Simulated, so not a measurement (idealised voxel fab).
Title: Process Module voxel self aligned vias
For reference, the cross-section in this document is cut, with width 280 nm and square cells of 5 nm.
Throughout this document, each cross-section is represented as a grid of square cells and is presented as a sequence of bands enumerated from the top downward, where a band comprises one or more rows of cells.
Top, bottom (nm), then materials left to right with widths (nm); lone material tagged "edge to edge" fills the whole band edge to edge; "air" = empty space.
Height reference: 0 = level under which incoming wafer is all one material. Lowest band: no bottom, runs on downward, e.g. "z 0 and below".
Read "30 to 40" as a graded width: first number on top, second number at the bottom, same change between each pair of neighbouring rows.
Given "stayed the same" for a step, no cell of the cross-section differs between before and after that step.
In "Enclosed internal cavities" the enclosed voids are listed, meaning empty spaces of 8 cells or larger without any opening to the top. The form is width x height at distance, distance from the left edge, units nm.
On a step's line, text after the settings is the simulator commenting on that step.
The setting "overlay nm" may be written on the line of a step. When the step uses a mask, the value reports how far to the right of the planned place the mask lay, and a negative value reports that it lay to the left.
[Listed below are the process steps as planned]
1,RECEIVE [material Si]
2,CONFORMAL_DEP [material SiO2] [thk nm 15]
3,CONFORMAL_DEP [material SiCN] [thk nm 5]
4,DIRECTIONAL_DEP [material lowk] [thk nm 30]
5,MASKED_ETCH [tone open] [mask id LINES] [width nm 25] [pitch nm 65] [etch materials lowk] [depth nm 30] [overlay nm 0]
6,CONFORMAL_DEP [material TiN] [thk nm 5]
7,FILL_DEP [material Ru] [thk nm 5]
8,CMP [height nm 50]
9,SELECTIVE_ETCH [etch materials W Ru TiN] [depth nm 10]
10,FILL_DEP [material SiN] [thk nm 5]
11,CMP [height nm 50]
12,DIRECTIONAL_DEP [material lowk] [thk nm 20]
13,PATTERN [tone open] [mask id VIAS] [material resist] [width nm 45] [pitch nm 130] [thk nm 15] [overlay nm 0]
14,DIRECTIONAL_ETCH [etch materials lowk] [depth nm 20]
15,DIRECTIONAL_ETCH [etch materials SiN] [depth nm 10]
16,STRIP [etch materials resist]
17,CONFORMAL_DEP [material TiN] [thk nm 5]
18,FILL_DEP [material Ru] [thk nm 5]
19,CMP [height nm 70]
20,CONFORMAL_DEP [material SiN] [thk nm 5]
[Cross-section, incoming material, after step 1]
	z 0 and below  Si edge to edge
	Enclosed internal cavities: none
[Cross-sectional result after module completion. Note: starting condition and plan are unchanged from above; one processing mistake was made]
	z 80 to 75  SiN edge to edge
	z 75 to 70  TiN 55 / Ru 35 / TiN 95 / Ru 35 / TiN 60
	z 70 to 55  lowk 50 / TiN 5 / Ru 35 / TiN 5 / lowk 85 / TiN 5 / Ru 35 / TiN 5 / lowk 55
	z 55 to 50  lowk 50 / TiN 15 / Ru 15 / TiN 15 / lowk 85 / TiN 15 / Ru 15 / TiN 15 / lowk 55
	z 50 to 45  lowk 60 / TiN 5 / Ru 15 / TiN 5 / lowk 40 / SiN 25 / lowk 40 / TiN 5 / Ru 15 / TiN 5 / lowk 65
	z 45 to 40  lowk 60 / TiN 25 / lowk 40 / SiN 25 / lowk 40 / TiN 25 / lowk 65
	z 40 to 25  lowk 60 / TiN 5 / Ru 15 / TiN 5 / lowk 40 / TiN 5 / Ru 15 / TiN 5 / lowk 40 / TiN 5 / Ru 15 / TiN 5 / lowk 65
	z 25 to 20  lowk 60 / TiN 25 / lowk 40 / TiN 25 / lowk 40 / TiN 25 / lowk 65
	z 20 to 15  SiCN edge to edge
	z 15 to 0  SiO2 edge to edge
	z 0 and below  Si edge to edge
	Enclosed internal cavities: none
What broke from the plan during processing? step 19 ran differently from the plan; actual operation with settings: CMP [height nm 75]
